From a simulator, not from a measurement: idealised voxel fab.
process module | voxel wiring stack
cross-section cut | 270 nm wide | cells 5 nm
A cross-section is a grid of square cells, given in bands from the top down. A band is one or more rows of cells.
Each band's line starts with the height of the band's top and of its bottom, in nm. Then come its materials from left to right, each with its width in nm. One material with "throughout" fills the band from edge to edge. "air" is empty space.
Height 0 is the level under which the wafer as received is all one material. The lowest band goes on downwards, as in "0 down".
A width such as "30 to 40" changes by the same amount from each row of cells to the next, from the band's top row to its bottom row.
"no change" after a step means that no cell of the cross-section changed.
closed voids: empty space of 8 cells or more with no open way to the top, each as width x height at its distance from the left edge, in nm
after a step's settings: what the simulator itself notes on the step
overlay nm, on a step with a mask: how far to the right of its planned place the mask lay; to the left if negative
plan
1 op RECEIVE | material Si
2 op CONFORMAL_DEP | material SiO2 | thk nm 15
3 op DIRECTIONAL_DEP | material TiN | thk nm 5
4 op DIRECTIONAL_DEP | material Ru | thk nm 20
5 op MASKED_ETCH | tone cover | mask id METAL_1 | width nm 25 | pitch nm 45 | etch materials Ru | depth nm 20 | overlay nm 0
6 op MASKED_ETCH | tone cover | mask id METAL_1 | width nm 25 | pitch nm 45 | etch materials TiN | depth nm 5 | overlay nm 0
7 op CONFORMAL_DEP | material SiCN | thk nm 5
8 op FILL_DEP | material SiO2 | thk nm 10
9 op CMP | height nm 40
10 op CONFORMAL_DEP | material SiCN | thk nm 5
11 op DIRECTIONAL_DEP | material lowk | thk nm 30
12 op DIRECTIONAL_DEP | material aC | thk nm 10
13 op PATTERN | tone open | mask id METAL_2_HOLES | material resist | width nm 15 | pitch nm 45 | thk nm 25 | overlay nm -15
14 op DIRECTIONAL_ETCH | etch materials aC | depth nm 10
15 op STRIP | etch materials resist
16 op DIRECTIONAL_ETCH | etch materials lowk | depth nm 30
17 op STRIP | etch materials aC
18 op MASKED_ETCH | tone open | mask id METAL_2 | width nm 25 | pitch nm 45 | etch materials lowk | depth nm 15 | overlay nm 0
19 op MASKED_ETCH | tone open | mask id METAL_2 | width nm 25 | pitch nm 45 | etch materials SiCN | depth nm 5 | overlay nm 0
20 op CONFORMAL_DEP | material TiN | thk nm 5
21 op FILL_DEP | material Ru | thk nm 10
22 op CMP | height nm 75
23 op CONFORMAL_DEP | material SiCN | thk nm 5
24 op DIRECTIONAL_DEP | material lowk | thk nm 10
25 op PATTERN | tone open | mask id PLUG_2 | material resist | width nm 15 | pitch nm 45 | thk nm 20 | overlay nm 0
26 op DIRECTIONAL_ETCH | etch materials lowk | depth nm 10
27 op DIRECTIONAL_ETCH | etch materials SiCN | depth nm 5
28 op STRIP | etch materials resist
29 op EPI | material Ru | thk nm 10
30 op EPI | material Ru | thk nm 5
31 op DIRECTIONAL_DEP | material TiN | thk nm 5
32 op DIRECTIONAL_DEP | material W | thk nm 25
33 op MASKED_ETCH | tone cover | mask id METAL_3 | width nm 25 | pitch nm 45 | etch materials W | depth nm 25 | overlay nm 0
34 op MASKED_ETCH | tone cover | mask id METAL_3 | width nm 25 | pitch nm 45 | etch materials TiN | depth nm 5 | overlay nm 0
35 op FILL_DEP | material lowk | thk nm 10
36 op CMP | height nm 120
37 op CONFORMAL_DEP | material SiCN | thk nm 5
varied across the wafers: overlay nm of step 13. The plan shows the first wafer's value. All wafers start alike
first wafer as received, after step 1
  0 down: Si throughout
  closed voids: none
each wafer at the end: cells of each material gained (+) or lost (-) since it was received, then its closed voids
overlay nm -15 | +132 Ru | +216 SiCN | +294 SiO2 | +84 TiN | +75 W | +549 lowk | closed voids: none
overlay nm -10 | +126 Ru | +213 SiCN | +294 SiO2 | +84 TiN | +75 W | +558 lowk | closed voids: none
overlay nm -5 | +120 Ru | +210 SiCN | +294 SiO2 | +84 TiN | +75 W | +567 lowk | closed voids: none
overlay nm 0 | +117 Ru | +207 SiCN | +294 SiO2 | +81 TiN | +75 W | +576 lowk | closed voids: none
overlay nm 5 | +117 Ru | +207 SiCN | +294 SiO2 | +81 TiN | +75 W | +576 lowk | closed voids: none
overlay nm 10 | +117 Ru | +207 SiCN | +294 SiO2 | +81 TiN | +75 W | +576 lowk | closed voids: none
overlay nm 15 | +120 Ru | +210 SiCN | +294 SiO2 | +84 TiN | +75 W | +567 lowk | closed voids: none
